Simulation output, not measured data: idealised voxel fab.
The process module that follows is named voxel plated lines.
Square cells of 5 nm make up the cross-section cut, whose width is 255 nm.
For the purposes of this document, a cross-section shall be understood as a grid of square cells, specified as bands listed in top-to-bottom order, each band consisting of one or more rows of cells.
The band entry comprises the height of the band's top followed by the height of its bottom, expressed in nm, and subsequently the band's materials from left to right, each stated together with its width in nm. Where a single material is marked with the word "edge to edge", that material fills the band from edge to edge. The word "empty" represents empty space.
Height datum 0, below which the as-received substrate wafer is one material. Lowest band open at the bottom, running downward: "0 down".
The two numbers in a width such as "30 to 40" mark its ends across the band: the first belongs to the top row of cells, the second to the bottom row, and from each row to the next the width moves by the same amount.
"no change occurred" -> step changed no cross-section cell.
Entry "Unvented internal voids". Content: empty spaces with no open connection to the top, size 8 cells or greater. Each: width x height at distance. Distance: from left edge. Unit: nm.
Whatever follows a step's settings on its line is a remark the simulator itself makes about that step.
overlay nm: for a step with a mask, the amount by which the mask lay right of where it was planned; a negative amount means left of it.
[List of planned process steps]
1,RECEIVE,material Si
2,CONFORMAL_DEP,material Al2O3,thk nm 15
3,DIRECTIONAL_DEP,material TiN,thk nm 5
4,PATTERN,tone open,mask id LINES,material resist,width nm 15,pitch nm 40,thk nm 30,overlay nm 0
5,EPI,material Ru,thk nm 10
6,EPI,material Ru,thk nm 5
7,STRIP,etch materials resist
8,DIRECTIONAL_ETCH,etch materials TiN,depth nm 5
9,CONFORMAL_DEP,material SiO2,thk nm 5
[Wafer cross-section on receipt, i.e. after step 1]
    0 down | Si edge to edge
    Unvented internal voids: none
[Final wafer profile in cross-section after the module, from the same start and plan as above, with one mistake made during processing]
    40 to 35 | SiO2 edge to edge
    35 to 20 | Ru edge to edge
    20 to 15 | TiN edge to edge
    15 to 0 | Al2O3 edge to edge
    0 down | Si edge to edge
    Unvented internal voids: none
What went wrong in running the wafer? plan step 4 never ran because it was skipped
